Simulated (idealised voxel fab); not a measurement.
process module | voxel released beams
cross-section cut | 220 nm wide | cells 5 nm
A cross-section is a grid of square cells, given in bands from the top down. A band is one or more rows of cells.
Each band's line starts with the height of the band's top and of its bottom, in nm. Then come its materials from left to right, each with its width in nm. One material with "throughout" fills the band from edge to edge. "air" is empty space.
Height 0 is the level under which the wafer as received is all one material. The lowest band goes on downwards, as in "0 down".
A width such as "30 to 40" changes by the same amount from each row of cells to the next, from the band's top row to its bottom row.
"no change" after a step means that no cell of the cross-section changed.
closed voids: empty space of 8 cells or more with no open way to the top, each as width x height at its distance from the left edge, in nm
after a step's settings: what the simulator itself notes on the step
overlay nm, on a step with a mask: how far to the right of its planned place the mask lay; to the left if negative
plan
1 op RECEIVE | material Si
2 op CONFORMAL_DEP | material SiN | thk nm 5
3 op DIRECTIONAL_DEP | material SiO2 | thk nm 10
4 op MASKED_ETCH | tone open | mask id ANCHOR | width nm 25 | etch materials SiO2 | depth nm 10 | overlay nm 0
5 op CONFORMAL_DEP | material polySi | thk nm 10
6 op MASKED_ETCH | tone cover | mask id BEAM | width nm 95 | etch materials polySi | depth nm 5 | overlay nm 0
7 op STRIP | etch materials SiO2
varied across the wafers: depth nm of step 6. The plan shows the first wafer's value. All wafers start alike
first wafer as received, after step 1
  0 down: Si throughout
  closed voids: none
first wafer at the end, after step 7
  25 to 20: air 60 | polySi 15 | air 5 | polySi 75 | air 65
  20 to 15: polySi 75 | air 5 | polySi 140
  15 to 5: SiO2 65 | polySi 25 | SiO2 130
  5 to 0: SiN throughout
  0 down: Si throughout
  closed voids: none
last wafer at the end
  25 to 15: air 60 | polySi 15 | air 5 | polySi 75 | air 65
  15 to 5: air 65 | polySi 25 | air 130
  5 to 0: SiN throughout
  0 down: Si throughout
  closed voids: none
each wafer at the end: cells of each material gained (+) or lost (-) since it was received, then its closed voids
depth nm 5 | +44 SiN | +78 SiO2 | +71 polySi | closed voids: none
depth nm 10 | +44 SiN | +46 polySi | closed voids: none
depth nm 15 | +44 SiN | +46 polySi | closed voids: none
depth nm 20 | +44 SiN | +46 polySi | closed voids: none
depth nm 25 | +44 SiN | +46 polySi | closed voids: none
